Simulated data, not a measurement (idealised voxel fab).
Process module heading - voxel self aligned contacts
Square cells of 5 nm make up the cross-section cut, whose width is 225 nm.
This document writes a cross-section as a grid whose cells are square, and gives it as bands, listed from the top down; one or more rows of cells form a band.
This entry defines a band. It first specifies the height of the band's top and the height of its bottom in nm, and then specifies the band's materials from left to right, stating each material with its width in nm. The word "all across" identifies a single material that fills the band from edge to edge, while the word "blank" identifies empty space.
The reference from which all heights are counted is 0, the level beneath which the as-received wafer is entirely one material; the lowest band, having no lower bound, proceeds downward and is written after the example "0 nm and below".
Width spec "30 to 40" -> top row of cells at first value, bottom row at second value, equal per-row change in between.
Take "remains unaltered" at face value: in the step it is given for, the cross-section changed in none of its cells.
In "Unvented voids" the enclosed voids are listed, meaning empty spaces of 8 cells or larger without any opening to the top. The form is width x height at distance, distance from the left edge, units nm.
Step line, after settings: the simulator's comment on this step.
If you see "overlay nm" on a step's line and that step has a mask, it's telling you how far right of where it was planned the mask ended up; a negative number means it went left instead.

# Below is the list of planned process steps
1) RECEIVE,material Si
2) OXIDIZE,depth nm 5
3) DIRECTIONAL_DEP,material polySi,thk nm 20
4) DIRECTIONAL_DEP,material SiN,thk nm 20
5) DIRECTIONAL_DEP,material aC,thk nm 10
6) PATTERN,tone cover,mask id GATE,material resist,width nm 25,pitch nm 50,thk nm 30,overlay nm 0
7) DIRECTIONAL_ETCH,etch materials aC,depth nm 10
8) STRIP,etch materials resist
9) DIRECTIONAL_ETCH,etch materials SiN,depth nm 20
10) DIRECTIONAL_ETCH,etch materials polySi,depth nm 20
11) STRIP,etch materials aC
12) CONFORMAL_DEP,material SiN,thk nm 5
13) DIRECTIONAL_ETCH,etch materials SiN,depth nm 5
14) FILL_DEP,material SiO2,thk nm 15
15) CMP,height nm 50
16) PATTERN,tone open,mask id CONTACT,material resist,width nm 35,pitch nm 50,thk nm 20,overlay nm 0
17) DIRECTIONAL_ETCH,etch materials SiO2,depth nm 55
18) STRIP,etch materials resist
19) CONFORMAL_DEP,material TiN,thk nm 5
20) FILL_DEP,material Ru,thk nm 5
21) CMP,height nm 50
22) CONFORMAL_DEP,material SiCN,thk nm 5

# Cross-section of the wafer at receipt, which is the condition after step 1
> 0 nm and below | Si all across
> Unvented voids: none

# Starting wafer: above. Plan: above. Run: one mistake. Cross-section after the module: below
> 55 nm to 50 nm | SiCN all across
> 50 nm to 40 nm | SiO2: 45, then SiN: 35, then TiN: 5, then Ru: 5, then TiN: 5, then SiN: 35, then TiN: 5, then Ru: 5, then TiN: 5, then SiN: 35, then SiO2: 45
> 40 nm to 25 nm | SiO2: 45, then SiN: 5, then polySi: 25, then SiN: 5, then TiN: 5, then Ru: 5, then TiN: 5, then SiN: 5, then polySi: 25, then SiN: 5, then TiN: 5, then Ru: 5, then TiN: 5, then SiN: 5, then polySi: 25, then SiN: 5, then SiO2: 45
> 25 nm to 20 nm | SiO2: 45, then SiN: 5, then polySi: 25, then SiN: 5, then TiN: 15, then SiN: 5, then polySi: 25, then SiN: 5, then TiN: 15, then SiN: 5, then polySi: 25, then SiN: 5, then SiO2: 45
> 20 nm to 0 nm | polySi all across
> 0 nm to -5 nm | SiO2 all across
> -5 nm and below | Si all across
> Unvented voids: none
Error vs. plan: regarding the plan, step 3 was run twice
